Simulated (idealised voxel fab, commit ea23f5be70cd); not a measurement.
You're looking at the process module voxel wiring stack.
For reference, the cross-section in this document is cut, with width 265 nm and square cells of 5 nm.
Cross-section spec: square-cell grid; bands listed top down; each band is one or more rows.
Top, bottom (nm), then materials left to right with widths (nm); lone material tagged "all across" fills the whole band edge to edge; "blank" = empty space.
Height datum 0, below which the as-received substrate wafer is one material. Lowest band open at the bottom, running downward: "z 0 and below".
Graded width ("30 to 40"): value in top row of band = first number; value in bottom row = second number; row-to-row change constant.
Basically "remained unchanged" means that step didn't change any cell in the cross-section.
What "Closed cavity list" gives you is every empty space of 8 cells or more that is cut off from the top. Each appears as width x height at distance, with the distance taken from the left edge and width, height and distance all in nm.
If you see something after the settings on a step's line, that's the simulator's own remark about that step.
The "overlay nm" setting may appear on a step's line; for a step that uses a mask, it gives how far to the right of its planned position the mask lay, and a negative value indicates the left.
Reading guide: pairs of cross-sections, before and after one process step; after view cut off at lowest changed band; step and settings listed under each pair. Pairs may stem from different runs of this module on the same starting wafer; continuity with the pair above only where the "Snapshot before" entry states it.

SNAPSHOT BEFORE
- z 125 to 120 | blank 80  SiCN 30  blank 5  SiCN 30  blank 5  SiCN 30  blank 85
- z 120 to 105 | blank 80  SiCN 5  W 20  SiCN 5  blank 5  SiCN 5  W 20  SiCN 5  blank 5  SiCN 5  W 20  SiCN 5  blank 85
- z 105 to 100 | SiCN 85  TiN 20  SiCN 15  TiN 20  SiCN 15  TiN 20  SiCN 90
- z 100 to 85 | lowk 85  TiN 5  Cu 5  TiN 5  lowk 20  TiN 5  Cu 5  TiN 5  lowk 20  TiN 5  Cu 5  TiN 5  lowk 95
- z 85 to 80 | SiCN 85  TiN 15  SiCN 20  TiN 15  SiCN 20  TiN 15  SiCN 95
- z 80 to 70 | Ru all across
- z 70 to 65 | TiN 125  Ru 10  TiN 130
- z 65 to 50 | SiO2 100  TiN 5  SiO2 15  TiN 5  Ru 10  TiN 5  SiO2 30  TiN 5  SiO2 90
- z 50 to 45 | SiCN 100  TiN 5  SiCN 15  TiN 20  SiCN 30  TiN 5  SiCN 90
- z 45 to 20 | lowk 80  SiCN 5  Ru 20  SiCN 5  lowk 5  SiCN 5  Ru 20  SiCN 5  lowk 5  SiCN 5  Ru 20  SiCN 5  lowk 85
- z 20 to 15 | SiCN 85  TiN 20  SiCN 15  TiN 20  SiCN 15  TiN 20  SiCN 90
- z 15 to 0 | SiO2 all across
- z 0 and below | Si all across
- Closed cavity list: none

SECTIONAL RESULT
- z 135 to 125 | SiO2 all across
- z 125 to 120 | SiO2 80  SiCN 30  SiO2 5  SiCN 30  SiO2 5  SiCN 30  SiO2 85
- z 120 to 105 | SiO2 80  SiCN 5  W 20  SiCN 5  SiO2 5  SiCN 5  W 20  SiCN 5  SiO2 5  SiCN 5  W 20  SiCN 5  SiO2 85
- Below 105, the layers are the same as they were.
- Closed cavity list: none
The before and after cross-sections above differ by one step: op FILL_DEP | material SiO2 | thk nm 10

Snapshot before: For the state before this step, see the after cross-section of the pair located directly above.

SECTIONAL RESULT
- z 120 to 105 | SiO2 80  SiCN 5  W 20  SiCN 5  SiO2 5  SiCN 5  W 20  SiCN 5  SiO2 5  SiCN 5  W 20  SiCN 5  SiO2 85
- Below 105, the layers are the same as they were.
- Closed cavity list: none
The before and after cross-sections above differ by one step: op CMP | height nm 120

Snapshot before: For the state before this step, see the after cross-section of the pair located directly above.

SECTIONAL RESULT
- z 125 to 120 | SiN all across
- Below 120, the layers are the same as they were.
- Closed cavity list: none
The before and after cross-sections above differ by one step: op CONFORMAL_DEP | material SiN | thk nm 5
